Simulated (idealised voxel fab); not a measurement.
process module | voxel quadruple lines
cross-section cut | 145 nm wide | cells 5 nm
A cross-section is a grid of square cells, given in bands from the top down. A band is one or more rows of cells.
Each band's line starts with the height of the band's top and of its bottom, in nm. Then come its materials from left to right, each with its width in nm. One material with "throughout" fills the band from edge to edge. "air" is empty space.
Height 0 is the level under which the wafer as received is all one material. The lowest band goes on downwards, as in "0 down".
A width such as "30 to 40" changes by the same amount from each row of cells to the next, from the band's top row to its bottom row.
"no change" after a step means that no cell of the cross-section changed.
closed voids: empty space of 8 cells or more with no open way to the top, each as width x height at its distance from the left edge, in nm
after a step's settings: what the simulator itself notes on the step
overlay nm, on a step with a mask: how far to the right of its planned place the mask lay; to the left if negative
plan
1 op RECEIVE | material Si
2 op CONFORMAL_DEP | material SiO2 | thk nm 10
3 op DIRECTIONAL_DEP | material W | thk nm 10
4 op DIRECTIONAL_DEP | material polySi | thk nm 20
5 op DIRECTIONAL_DEP | material aC | thk nm 20
6 op PATTERN | tone cover | mask id MANDREL | material resist | width nm 20 | thk nm 25 | overlay nm 0
7 op DIRECTIONAL_ETCH | etch materials aC | depth nm 20
8 op STRIP | etch materials resist
9 op CONFORMAL_DEP | material SiO2 | thk nm 10
10 op DIRECTIONAL_ETCH | etch materials SiO2 | depth nm 10
11 op STRIP | etch materials aC
12 op DIRECTIONAL_ETCH | etch materials polySi | depth nm 20
13 op STRIP | etch materials SiO2
14 op CONFORMAL_DEP | material SiCN | thk nm 5
15 op DIRECTIONAL_ETCH | etch materials SiCN | depth nm 5
16 op STRIP | etch materials polySi
17 op DIRECTIONAL_ETCH | etch materials W | depth nm 10
18 op STRIP | etch materials SiCN
first wafer, as planned
as received, after step 1
  0 down: Si throughout
  closed voids: none
after step 2
  10 to 0: SiO2 throughout
  below 0: unchanged
after step 3
  20 to 10: W throughout
  below 10: unchanged
after step 4
  40 to 20: polySi throughout
  below 20: unchanged
after step 5
  60 to 40: aC throughout
  below 40: unchanged
after step 6
  85 to 60: air 60 | resist 20 | air 65
  below 60: unchanged
after step 7
  65 to 60: air 60 | resist 20 | air 65
  60 to 40: air 60 | aC 20 | air 65
  below 40: unchanged
after step 8
  60 to 40: air 60 | aC 20 | air 65
  below 40: unchanged
after step 9
  70 to 60: air 50 | SiO2 40 | air 55
  60 to 50: air 50 | SiO2 10 | aC 20 | SiO2 10 | air 55
  50 to 40: SiO2 60 | aC 20 | SiO2 65
  below 40: unchanged
after step 10
  60 to 40: air 50 | SiO2 10 | aC 20 | SiO2 10 | air 55
  below 40: unchanged
after step 11
  60 to 40: air 50 | SiO2 10 | air 20 | SiO2 10 | air 55
  below 40: unchanged
after step 12
  60 to 40: air 50 | SiO2 10 | air 20 | SiO2 10 | air 55
  40 to 20: air 50 | polySi 10 | air 20 | polySi 10 | air 55
  below 20: unchanged
after step 13
  40 to 20: air 50 | polySi 10 | air 20 | polySi 10 | air 55
  below 20: unchanged
after step 14
  45 to 40: air 45 | SiCN 20 | air 10 | SiCN 20 | air 50
  40 to 25: air 45 | SiCN 5 | polySi 10 | SiCN 5 | air 10 | SiCN 5 | polySi 10 | SiCN 5 | air 50
  25 to 20: SiCN 50 | polySi 10 | SiCN 20 | polySi 10 | SiCN 55
  below 20: unchanged
after step 15
  40 to 20: air 45 | SiCN 5 | polySi 10 | SiCN 5 | air 10 | SiCN 5 | polySi 10 | SiCN 5 | air 50
  below 20: unchanged
after step 16
  40 to 20: air 45 | SiCN 5 | air 10 | SiCN 5 | air 10 | SiCN 5 | air 10 | SiCN 5 | air 50
  below 20: unchanged
after step 17
  40 to 20: air 45 | SiCN 5 | air 10 | SiCN 5 | air 10 | SiCN 5 | air 10 | SiCN 5 | air 50
  20 to 10: air 45 | W 5 | air 10 | W 5 | air 10 | W 5 | air 10 | W 5 | air 50
  below 10: unchanged
after step 18
  20 to 10: air 45 | W 5 | air 10 | W 5 | air 10 | W 5 | air 10 | W 5 | air 50
  below 10: unchanged
second wafer: like start, like plan, one mistake. Through step 3 it matches the first wafer
when step 4 should have ended
  40 to 20: aC throughout
  below 20: unchanged
when step 5 should have ended
  60 to 40: polySi throughout
  below 40: unchanged
when step 6 should have ended
  85 to 60: air 60 | resist 20 | air 65
  below 60: unchanged
when step 7 should have ended
  65 to 60: air 60 | resist 20 | air 65
  below 60: unchanged
when step 8 should have ended
  60 to 40: polySi throughout
  below 40: unchanged
when step 9 should have ended
  70 to 60: SiO2 throughout
  below 60: unchanged
when step 10 should have ended
  60 to 40: polySi throughout
  below 40: unchanged
when step 11 should have ended: no change
when step 12 should have ended
  40 to 20: aC throughout
  below 20: unchanged
when step 13 should have ended: no change
when step 14 should have ended
  45 to 40: SiCN throughout
  below 40: unchanged
when step 15 should have ended
  40 to 20: aC throughout
  below 20: unchanged
when step 16 should have ended: no change
when step 17 should have ended: no change
when step 18 should have ended: no change
what went wrong: steps 4 and 5 were swapped
at the end the second wafer has, in cells: 50 more of W | 116 more of aC
